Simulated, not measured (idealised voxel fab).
process module | voxel transistor to metal
cross-section cut | 150 nm wide | cells 5 nm
A cross-section is a grid of square cells, given in bands from the top down. A band is one or more rows of cells.
Each band's line starts with the height of the band's top and of its bottom, in nm. Then come its materials from left to right, each with its width in nm. One material with "throughout" fills the band from edge to edge. "air" is empty space.
Height 0 is the level under which the wafer as received is all one material. The lowest band goes on downwards, as in "0 down".
A width such as "30 to 40" changes by the same amount from each row of cells to the next, from the band's top row to its bottom row.
"no change" after a step means that no cell of the cross-section changed.
closed voids: empty space of 8 cells or more with no open way to the top, each as width x height at its distance from the left edge, in nm
after a step's settings: what the simulator itself notes on the step
overlay nm, on a step with a mask: how far to the right of its planned place the mask lay; to the left if negative
plan
1 op RECEIVE | material Si
2 op CONFORMAL_DEP | material SiO2 | thk nm 5
3 op CONFORMAL_DEP | material SiN | thk nm 15
4 op DIRECTIONAL_DEP | material aC | thk nm 15
5 op PATTERN | tone cover | mask id ACTIVE | material resist | width nm 95 | thk nm 30 | overlay nm 0
6 op DIRECTIONAL_ETCH | etch materials aC | depth nm 15
7 op STRIP | etch materials resist
8 op DIRECTIONAL_ETCH | etch materials SiN | depth nm 15
9 op DIRECTIONAL_ETCH | etch materials SiO2 | depth nm 5
10 op DIRECTIONAL_ETCH | etch materials Si | depth nm 30
11 op STRIP | etch materials aC
12 op FILL_DEP | material SiO2 | thk nm 10
13 op CMP | height nm 20
14 op SELECTIVE_ETCH | etch materials SiO2 | depth nm 10
15 op STRIP | etch materials SiN
16 op SELECTIVE_ETCH | etch materials SiO2 | depth nm 5
17 op OXIDIZE | depth nm 5
18 op DIRECTIONAL_DEP | material polySi | thk nm 25
19 op DIRECTIONAL_DEP | material SiCN | thk nm 15
20 op PATTERN | tone cover | mask id GATE | material resist | width nm 15 | thk nm 15 | overlay nm 0
21 op DIRECTIONAL_ETCH | etch materials SiCN | depth nm 25
22 op DIRECTIONAL_ETCH | etch materials polySi | depth nm 35
23 op STRIP | etch materials resist
24 op CONFORMAL_DEP | material SiN | thk nm 10
25 op DIRECTIONAL_ETCH | etch materials SiN | depth nm 10
26 op DIRECTIONAL_ETCH | etch materials SiO2 | depth nm 5
27 op EPI | material SiGe | thk nm 5
28 op FILL_DEP | material SiO2 | thk nm 10
29 op CMP | height nm 40
30 op DIRECTIONAL_DEP | material SiO2 | thk nm 15
31 op MASKED_ETCH | tone open | mask id CONTACT | width nm 20 | pitch nm 65 | etch materials SiO2 | depth nm 55 | overlay nm 0
32 op CONFORMAL_DEP | material TiN | thk nm 5
33 op FILL_DEP | material W | thk nm 10
34 op CMP | height nm 55
35 op CONFORMAL_DEP | material SiCN | thk nm 5
36 op DIRECTIONAL_DEP | material SiO2 | thk nm 25
37 op DIRECTIONAL_DEP | material aC | thk nm 10
38 op PATTERN | tone open | mask id METAL_1 | material resist | width nm 20 | pitch nm 65 | thk nm 25 | overlay nm 0
39 op DIRECTIONAL_ETCH | etch materials aC | depth nm 10
40 op STRIP | etch materials resist
41 op DIRECTIONAL_ETCH | etch materials SiO2 | depth nm 25
42 op DIRECTIONAL_ETCH | etch materials SiCN | depth nm 5
43 op STRIP | etch materials aC
44 op CONFORMAL_DEP | material TiN | thk nm 5
45 op FILL_DEP | material Cu | thk nm 10
46 op CMP | height nm 85
47 op EPI | material Ru | thk nm 5
48 op FILL_DEP | material SiCN | thk nm 5
49 op DIRECTIONAL_DEP | material SiO2 | thk nm 25
50 op PATTERN | tone open | mask id METAL_2 | material resist | width nm 20 | pitch nm 65 | thk nm 20 | overlay nm 0
51 op DIRECTIONAL_ETCH | etch materials SiO2 | depth nm 15
52 op STRIP | etch materials resist
53 op DIRECTIONAL_DEP | material aC | thk nm 10
54 op PATTERN | tone open | mask id METAL_2_HOLES | material resist | width nm 15 | pitch nm 65 | thk nm 30 | overlay nm 0
55 op DIRECTIONAL_ETCH | etch materials aC | depth nm 10
56 op STRIP | etch materials resist
57 op DIRECTIONAL_ETCH | etch materials SiO2 | depth nm 10
58 op DIRECTIONAL_ETCH | etch materials SiCN | depth nm 5
59 op STRIP | etch materials aC
60 op CONFORMAL_DEP | material TiN | thk nm 5
61 op FILL_DEP | material Cu | thk nm 5
62 op CMP | height nm 120
63 op CONFORMAL_DEP | material SiN | thk nm 5
as received, after step 1
  0 down: Si throughout
  closed voids: none
first wafer at the end, as planned
  125 to 120: SiN throughout
  120 to 110: SiO2 30 | TiN 5 | Cu 10 | TiN 5 | SiO2 45 | TiN 5 | Cu 10 | TiN 5 | SiO2 35
  110 to 105: SiO2 30 | TiN 5 | Cu 5 | TiN 10 | SiO2 45 | TiN 5 | Cu 5 | TiN 10 | SiO2 35
  105 to 95: SiO2 30 | TiN 5 | Cu 5 | TiN 5 | SiO2 50 | TiN 5 | Cu 5 | TiN 5 | SiO2 40
  95 to 90: SiCN 30 | TiN 15 | SiCN 50 | TiN 15 | SiCN 40
  90 to 85: SiCN 25 | Ru 30 | SiCN 35 | Ru 30 | SiCN 30
  85 to 60: SiO2 30 | TiN 5 | Cu 10 | TiN 5 | SiO2 45 | TiN 5 | Cu 10 | TiN 5 | SiO2 35
  60 to 55: SiCN 30 | TiN 20 | SiCN 45 | TiN 20 | SiCN 35
  55 to 40: SiO2 30 | TiN 5 | W 10 | TiN 5 | SiO2 45 | TiN 5 | W 10 | TiN 5 | SiO2 35
  40 to 25: SiO2 30 | TiN 5 | W 10 | TiN 5 | SiO2 5 | SiN 10 | SiCN 15 | SiN 10 | SiO2 5 | TiN 5 | W 10 | TiN 5 | SiO2 35
  25 to 5: SiO2 30 | TiN 5 | W 10 | TiN 5 | SiO2 5 | SiN 10 | polySi 15 | SiN 10 | SiO2 5 | TiN 5 | W 10 | TiN 5 | SiO2 35
  5 to 0: SiO2 20 | SiN 10 | TiN 20 | SiO2 5 | SiN 10 | polySi 15 | SiN 10 | SiO2 5 | TiN 20 | SiN 10 | SiO2 25
  0 to -5: SiO2 30 | SiGe 25 | SiO2 35 | SiGe 25 | SiO2 35
  -5 to -30: SiO2 25 | Si 95 | SiO2 30
  -30 down: Si throughout
  closed voids: none
second wafer at the end: like start, like plan, one mistake
  125 to 120: SiN throughout
  120 to 110: SiO2 30 | TiN 5 | Cu 10 | TiN 5 | SiO2 45 | TiN 5 | Cu 10 | TiN 5 | SiO2 35
  110 to 105: SiO2 30 | TiN 5 | Cu 5 | TiN 10 | SiO2 45 | TiN 5 | Cu 5 | TiN 10 | SiO2 35
  105 to 95: SiO2 30 | TiN 5 | Cu 5 | TiN 5 | SiO2 50 | TiN 5 | Cu 5 | TiN 5 | SiO2 40
  95 to 90: SiCN 30 | TiN 15 | SiCN 50 | TiN 15 | SiCN 40
  90 to 85: SiCN 25 | Ru 30 | SiCN 35 | Ru 30 | SiCN 30
  85 to 60: SiO2 30 | TiN 5 | Cu 10 | TiN 5 | SiO2 45 | TiN 5 | Cu 10 | TiN 5 | SiO2 35
  60 to 55: SiCN 30 | TiN 20 | SiCN 45 | TiN 20 | SiCN 35
  55 to 40: SiO2 30 | TiN 5 | W 10 | TiN 5 | SiO2 45 | TiN 5 | W 10 | TiN 5 | SiO2 35
  40 to 35: SiO2 30 | TiN 5 | W 10 | TiN 5 | SiO2 5 | SiN 10 | SiCN 15 | SiN 10 | SiO2 5 | TiN 5 | W 10 | TiN 5 | SiO2 35
  35 to 30: SiCN 20 | SiN 10 | TiN 20 | SiO2 5 | SiN 10 | SiCN 15 | SiN 10 | SiO2 5 | TiN 20 | SiN 10 | SiCN 25
  30 to 25: polySi 20 | SiCN 105 | polySi 25
  25 to 5: polySi throughout
  5 to 0: SiO2 20 | polySi 105 | SiO2 25
  0 to -5: SiO2 throughout
  -5 to -30: SiO2 25 | Si 95 | SiO2 30
  -30 down: Si throughout
  closed voids: none
what went wrong: step 19 was run twice
at the end the second wafer has, in cells: 27 more of SiCN | 10 fewer of SiGe | 24 fewer of SiN | 80 fewer of SiO2 | 24 fewer of TiN | 24 fewer of W | 135 more of polySi
